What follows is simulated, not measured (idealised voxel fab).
Process module in this document: voxel wiring stack
Section shown: cut. Width: 275 nm. Cell size: 5 nm, square.
If you're reading a cross-section in this doc, picture square cells in a grid; it comes to you as bands, top ones listed first down to the bottom, and a band can be one or more rows of cells.
Top height, bottom height, nm. Materials left to right, width each, nm. Single material + "full width" = fills band edge to edge. "empty" = empty.
Height is counted from the level 0, under which the received wafer is composed throughout of one material. The lowest of the bands is not closed at the bottom but continues downward, in the notation "0..down".
The notation "30..40" denotes a width that varies across the rows of cells in the band, beginning at the first number in the top row, finishing at the second number in the bottom row, and changing by an identical amount from each row to the next.
Step marked "nothing got changed"? Then no cell in the cross-section changed in it.
Enclosed voids (no open way to top), threshold 8 cells or more, entry "Closed void inventory", notation width x height at distance, distance from left edge, nm.
Heads up: the bit after the settings on a step's line is the simulator's remark on that step.
Each step line may optionally specify "overlay nm", which for a step with a mask gives the rightward distance between the mask's planned place and where it lay, a negative value indicating the leftward direction.

List of planned process steps
1: RECEIVE with material Si
2: CONFORMAL_DEP with material SiO2, thk nm 15
3: CONFORMAL_DEP with material SiCN, thk nm 5
4: DIRECTIONAL_DEP with material SiO2, thk nm 20
5: DIRECTIONAL_DEP with material aC, thk nm 15
6: PATTERN with tone open, mask id METAL_1, material resist, width nm 30, pitch nm 45, thk nm 30, overlay nm 0
7: DIRECTIONAL_ETCH with etch materials aC, depth nm 15
8: STRIP with etch materials resist
9: DIRECTIONAL_ETCH with etch materials SiO2, depth nm 20
10: DIRECTIONAL_ETCH with etch materials SiCN, depth nm 5
11: STRIP with etch materials aC
12: CONFORMAL_DEP with material TiN, thk nm 5
13: FILL_DEP with material Cu, thk nm 5
14: CMP with height nm 40
15: CONFORMAL_DEP with material SiCN, thk nm 5
16: DIRECTIONAL_DEP with material lowk, thk nm 30
17: PATTERN with tone open, mask id METAL_2, material resist, width nm 30, pitch nm 45, thk nm 15, overlay nm 0
18: DIRECTIONAL_ETCH with etch materials lowk, depth nm 15
19: STRIP with etch materials resist
20: PATTERN with tone open, mask id METAL_2_HOLES, material resist, width nm 15, pitch nm 90, thk nm 20, overlay nm 0
21: DIRECTIONAL_ETCH with etch materials lowk, depth nm 15
22: DIRECTIONAL_ETCH with etch materials SiCN, depth nm 5
23: STRIP with etch materials resist
24: CONFORMAL_DEP with material TiN, thk nm 5
25: FILL_DEP with material Cu, thk nm 5
26: CMP with height nm 75
27: CONFORMAL_DEP with material SiCN, thk nm 5
28: DIRECTIONAL_DEP with material lowk, thk nm 25
29: DIRECTIONAL_DEP with material aC, thk nm 15
30: PATTERN with tone open, mask id METAL_3, material resist, width nm 30, pitch nm 45, thk nm 30, overlay nm 0
31: DIRECTIONAL_ETCH with etch materials aC, depth nm 15
32: STRIP with etch materials resist
33: DIRECTIONAL_ETCH with etch materials lowk, depth nm 15
34: STRIP with etch materials aC
35: DIRECTIONAL_DEP with material aC, thk nm 10
36: PATTERN with tone open, mask id METAL_3_HOLES, material resist, width nm 15, pitch nm 90, thk nm 25, overlay nm 0
37: DIRECTIONAL_ETCH with etch materials aC, depth nm 10
38: STRIP with etch materials resist
39: DIRECTIONAL_ETCH with etch materials lowk, depth nm 10
40: DIRECTIONAL_ETCH with etch materials SiCN, depth nm 5
41: STRIP with etch materials aC
42: CONFORMAL_DEP with material TiN, thk nm 5
43: FILL_DEP with material Cu, thk nm 5
44: CMP with height nm 105
45: CONFORMAL_DEP with material SiCN, thk nm 5

Cross-section: wafer on arrival = after step 1
> 0..down: Si full width
> Closed void inventory: none

End-of-module cross-section of the first of two wafers, processed as planned
> 110..105: SiCN full width
> 105..95: lowk 75 nm, then TiN 5 nm, then Cu 20 nm, then TiN 5 nm, then lowk 15 nm, then TiN 5 nm, then Cu 20 nm, then TiN 5 nm, then lowk 15 nm, then TiN 5 nm, then Cu 20 nm, then TiN 5 nm, then lowk 80 nm
> 95..90: lowk 75 nm, then TiN 5 nm, then Cu 5 nm, then TiN 20 nm, then lowk 15 nm, then TiN 30 nm, then lowk 15 nm, then TiN 5 nm, then Cu 5 nm, then TiN 20 nm, then lowk 80 nm
> 90..80: lowk 75 nm, then TiN 5 nm, then Cu 5 nm, then TiN 5 nm, then lowk 75 nm, then TiN 5 nm, then Cu 5 nm, then TiN 5 nm, then lowk 95 nm
> 80..75: SiCN 75 nm, then TiN 15 nm, then SiCN 75 nm, then TiN 15 nm, then SiCN 95 nm
> 75..65: lowk 75 nm, then TiN 5 nm, then Cu 20 nm, then TiN 5 nm, then lowk 15 nm, then TiN 5 nm, then Cu 20 nm, then TiN 5 nm, then lowk 15 nm, then TiN 5 nm, then Cu 20 nm, then TiN 5 nm, then lowk 80 nm
> 65..60: lowk 75 nm, then TiN 5 nm, then Cu 5 nm, then TiN 20 nm, then lowk 15 nm, then TiN 30 nm, then lowk 15 nm, then TiN 5 nm, then Cu 5 nm, then TiN 20 nm, then lowk 80 nm
> 60..45: lowk 75 nm, then TiN 5 nm, then Cu 5 nm, then TiN 5 nm, then lowk 75 nm, then TiN 5 nm, then Cu 5 nm, then TiN 5 nm, then lowk 95 nm
> 45..40: SiCN 75 nm, then TiN 15 nm, then SiCN 75 nm, then TiN 15 nm, then SiCN 95 nm
> 40..20: SiO2 75 nm, then TiN 5 nm, then Cu 20 nm, then TiN 5 nm, then SiO2 15 nm, then TiN 5 nm, then Cu 20 nm, then TiN 5 nm, then SiO2 15 nm, then TiN 5 nm, then Cu 20 nm, then TiN 5 nm, then SiO2 80 nm
> 20..15: SiCN 75 nm, then TiN 30 nm, then SiCN 15 nm, then TiN 30 nm, then SiCN 15 nm, then TiN 30 nm, then SiCN 80 nm
> 15..0: SiO2 full width
> 0..down: Si full width
> Closed void inventory: none

So this is wafer number two of the two, cut at the end of the module - it started where the first did and had the same plan, we just got one thing wrong running it
> 120..105: SiCN full width
> 105..95: lowk 75 nm, then TiN 5 nm, then Cu 20 nm, then TiN 5 nm, then lowk 15 nm, then TiN 5 nm, then Cu 20 nm, then TiN 5 nm, then lowk 15 nm, then TiN 5 nm, then Cu 20 nm, then TiN 5 nm, then lowk 80 nm
> 95..90: lowk 75 nm, then TiN 5 nm, then Cu 5 nm, then TiN 20 nm, then lowk 15 nm, then TiN 30 nm, then lowk 15 nm, then TiN 5 nm, then Cu 5 nm, then TiN 20 nm, then lowk 80 nm
> 90..80: lowk 75 nm, then TiN 5 nm, then Cu 5 nm, then TiN 5 nm, then lowk 75 nm, then TiN 5 nm, then Cu 5 nm, then TiN 5 nm, then lowk 95 nm
> 80..75: SiCN 75 nm, then TiN 15 nm, then SiCN 75 nm, then TiN 15 nm, then SiCN 95 nm
> 75..65: lowk 75 nm, then TiN 5 nm, then Cu 20 nm, then TiN 5 nm, then lowk 15 nm, then TiN 5 nm, then Cu 20 nm, then TiN 5 nm, then lowk 15 nm, then TiN 5 nm, then Cu 20 nm, then TiN 5 nm, then lowk 80 nm
> 65..60: lowk 75 nm, then TiN 5 nm, then Cu 5 nm, then TiN 20 nm, then lowk 15 nm, then TiN 30 nm, then lowk 15 nm, then TiN 5 nm, then Cu 5 nm, then TiN 20 nm, then lowk 80 nm
> 60..45: lowk 75 nm, then TiN 5 nm, then Cu 5 nm, then TiN 5 nm, then lowk 75 nm, then TiN 5 nm, then Cu 5 nm, then TiN 5 nm, then lowk 95 nm
> 45..40: SiCN 75 nm, then TiN 15 nm, then SiCN 75 nm, then TiN 15 nm, then SiCN 95 nm
> 40..20: SiO2 75 nm, then TiN 5 nm, then Cu 20 nm, then TiN 5 nm, then SiO2 15 nm, then TiN 5 nm, then Cu 20 nm, then TiN 5 nm, then SiO2 15 nm, then TiN 5 nm, then Cu 20 nm, then TiN 5 nm, then SiO2 80 nm
> 20..15: SiCN 75 nm, then TiN 30 nm, then SiCN 15 nm, then TiN 30 nm, then SiCN 15 nm, then TiN 30 nm, then SiCN 80 nm
> 15..0: SiO2 full width
> 0..down: Si full width
> Closed void inventory: none
Nonconformance to the process plan: not per plan at step 45, really ran CONFORMAL_DEP with material SiCN, thk nm 15
It is noted that, at the conclusion of processing, the second wafer exhibits a higher or lower cell count for certain materials relative to the first: SiCN +110
